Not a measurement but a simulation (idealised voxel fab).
process module | voxel air gaps
cross-section cut | 300 nm wide | cells 5 nm
A cross-section is a grid of square cells, given in bands from the top down. A band is one or more rows of cells.
Each band's line starts with the height of the band's top and of its bottom, in nm. Then come its materials from left to right, each with its width in nm. One material with "throughout" fills the band from edge to edge. "air" is empty space.
Height 0 is the level under which the wafer as received is all one material. The lowest band goes on downwards, as in "0 down".
A width such as "30 to 40" changes by the same amount from each row of cells to the next, from the band's top row to its bottom row.
"no change" after a step means that no cell of the cross-section changed.
closed voids: empty space of 8 cells or more with no open way to the top, each as width x height at its distance from the left edge, in nm
after a step's settings: what the simulator itself notes on the step
overlay nm, on a step with a mask: how far to the right of its planned place the mask lay; to the left if negative
plan
1 op RECEIVE | material Si
2 op CONFORMAL_DEP | material SiO2 | thk nm 10
3 op CONFORMAL_DEP | material SiN | thk nm 5
4 op DIRECTIONAL_DEP | material lowk | thk nm 40
5 op MASKED_ETCH | tone open | mask id LINES | width nm 15 | pitch nm 45 | etch materials lowk | depth nm 40 | overlay nm 0
6 op CONFORMAL_DEP | material TiN | thk nm 5
7 op FILL_DEP | material Ru | thk nm 10
8 op CMP | height nm 55
9 op EPI | material Ru | thk nm 10
10 op SELECTIVE_ETCH | etch materials lowk | depth nm 50
11 op CONFORMAL_DEP | material SiN | thk nm 5
first wafer, as planned
as received, after step 1
  0 down: Si throughout
  closed voids: none
after step 2
  10 to 0: SiO2 throughout
  below 0: unchanged
after step 3
  15 to 10: SiN throughout
  below 10: unchanged
after step 4
  55 to 15: lowk throughout
  below 15: unchanged
after step 5
  55 to 15: lowk 95 | air 15 | lowk 30 | air 15 | lowk 30 | air 15 | lowk 100
  below 15: unchanged
after step 6
  60 to 55: TiN 100 | air 5 | TiN 40 | air 5 | TiN 40 | air 5 | TiN 105
  55 to 20: lowk 95 | TiN 5 | air 5 | TiN 5 | lowk 30 | TiN 5 | air 5 | TiN 5 | lowk 30 | TiN 5 | air 5 | TiN 5 | lowk 100
  20 to 15: lowk 95 | TiN 15 | lowk 30 | TiN 15 | lowk 30 | TiN 15 | lowk 100
  below 15: unchanged
after step 7
  70 to 60: Ru throughout
  60 to 55: TiN 100 | Ru 5 | TiN 40 | Ru 5 | TiN 40 | Ru 5 | TiN 105
  55 to 20: lowk 95 | TiN 5 | Ru 5 | TiN 5 | lowk 30 | TiN 5 | Ru 5 | TiN 5 | lowk 30 | TiN 5 | Ru 5 | TiN 5 | lowk 100
  below 20: unchanged
after step 8
  55 to 20: lowk 95 | TiN 5 | Ru 5 | TiN 5 | lowk 30 | TiN 5 | Ru 5 | TiN 5 | lowk 30 | TiN 5 | Ru 5 | TiN 5 | lowk 100
  below 20: unchanged
after step 9
  65 to 55: air 85 | Ru 35 | air 10 | Ru 35 | air 10 | Ru 35 | air 90
  below 55: unchanged
after step 10
  65 to 55: air 85 | Ru 35 | air 10 | Ru 35 | air 10 | Ru 35 | air 90
  55 to 20: air 95 | TiN 5 | Ru 5 | TiN 5 | air 30 | TiN 5 | Ru 5 | TiN 5 | air 30 | TiN 5 | Ru 5 | TiN 5 | air 100
  20 to 15: air 95 | TiN 15 | air 30 | TiN 15 | air 30 | TiN 15 | air 100
  below 15: unchanged
after step 11
  70 to 65: air 80 | SiN 135 | air 85
  65 to 55: air 80 | SiN 5 | Ru 35 | SiN 10 | Ru 35 | SiN 10 | Ru 35 | SiN 5 | air 85
  55 to 50: air 80 | SiN 15 | TiN 5 | Ru 5 | TiN 5 | SiN 30 | TiN 5 | Ru 5 | TiN 5 | SiN 30 | TiN 5 | Ru 5 | TiN 5 | SiN 15 | air 85
  50 to 20: air 90 | SiN 5 | TiN 5 | Ru 5 | TiN 5 | SiN 5 | air 20 | SiN 5 | TiN 5 | Ru 5 | TiN 5 | SiN 5 | air 20 | SiN 5 | TiN 5 | Ru 5 | TiN 5 | SiN 5 | air 95
  20 to 15: SiN 95 | TiN 15 | SiN 30 | TiN 15 | SiN 30 | TiN 15 | SiN 100
  below 15: unchanged
  closed voids: 20 x 30 at 115; 20 x 30 at 160
second wafer: like start, like plan, one mistake. Through step 4 it matches the first wafer
when step 5 should have ended
  55 to 15: lowk 90 | air 15 | lowk 30 | air 15 | lowk 30 | air 15 | lowk 105
  below 15: unchanged
when step 6 should have ended
  60 to 55: TiN 95 | air 5 | TiN 40 | air 5 | TiN 40 | air 5 | TiN 110
  55 to 20: lowk 90 | TiN 5 | air 5 | TiN 5 | lowk 30 | TiN 5 | air 5 | TiN 5 | lowk 30 | TiN 5 | air 5 | TiN 5 | lowk 105
  20 to 15: lowk 90 | TiN 15 | lowk 30 | TiN 15 | lowk 30 | TiN 15 | lowk 105
  below 15: unchanged
when step 7 should have ended
  70 to 60: Ru throughout
  60 to 55: TiN 95 | Ru 5 | TiN 40 | Ru 5 | TiN 40 | Ru 5 | TiN 110
  55 to 20: lowk 90 | TiN 5 | Ru 5 | TiN 5 | lowk 30 | TiN 5 | Ru 5 | TiN 5 | lowk 30 | TiN 5 | Ru 5 | TiN 5 | lowk 105
  below 20: unchanged
when step 8 should have ended
  55 to 20: lowk 90 | TiN 5 | Ru 5 | TiN 5 | lowk 30 | TiN 5 | Ru 5 | TiN 5 | lowk 30 | TiN 5 | Ru 5 | TiN 5 | lowk 105
  below 20: unchanged
when step 9 should have ended
  65 to 55: air 80 | Ru 35 | air 10 | Ru 35 | air 10 | Ru 35 | air 95
  below 55: unchanged
when step 10 should have ended
  65 to 55: air 80 | Ru 35 | air 10 | Ru 35 | air 10 | Ru 35 | air 95
  55 to 20: air 90 | TiN 5 | Ru 5 | TiN 5 | air 30 | TiN 5 | Ru 5 | TiN 5 | air 30 | TiN 5 | Ru 5 | TiN 5 | air 105
  20 to 15: air 90 | TiN 15 | air 30 | TiN 15 | air 30 | TiN 15 | air 105
  below 15: unchanged
when step 11 should have ended
  70 to 65: air 75 | SiN 135 | air 90
  65 to 55: air 75 | SiN 5 | Ru 35 | SiN 10 | Ru 35 | SiN 10 | Ru 35 | SiN 5 | air 90
  55 to 50: air 75 | SiN 15 | TiN 5 | Ru 5 | TiN 5 | SiN 30 | TiN 5 | Ru 5 | TiN 5 | SiN 30 | TiN 5 | Ru 5 | TiN 5 | SiN 15 | air 90
  50 to 20: air 85 | SiN 5 | TiN 5 | Ru 5 | TiN 5 | SiN 5 | air 20 | SiN 5 | TiN 5 | Ru 5 | TiN 5 | SiN 5 | air 20 | SiN 5 | TiN 5 | Ru 5 | TiN 5 | SiN 5 | air 100
  20 to 15: SiN 90 | TiN 15 | SiN 30 | TiN 15 | SiN 30 | TiN 15 | SiN 105
  below 15: unchanged
  closed voids: 20 x 30 at 110; 20 x 30 at 155
what went wrong: step 5 ran as: op MASKED_ETCH | tone open | mask id LINES | width nm 15 | pitch nm 45 | etch materials lowk | depth nm 40 | overlay nm -5
at the end the second wafer has, in cells: as many of each material as the first, in other places
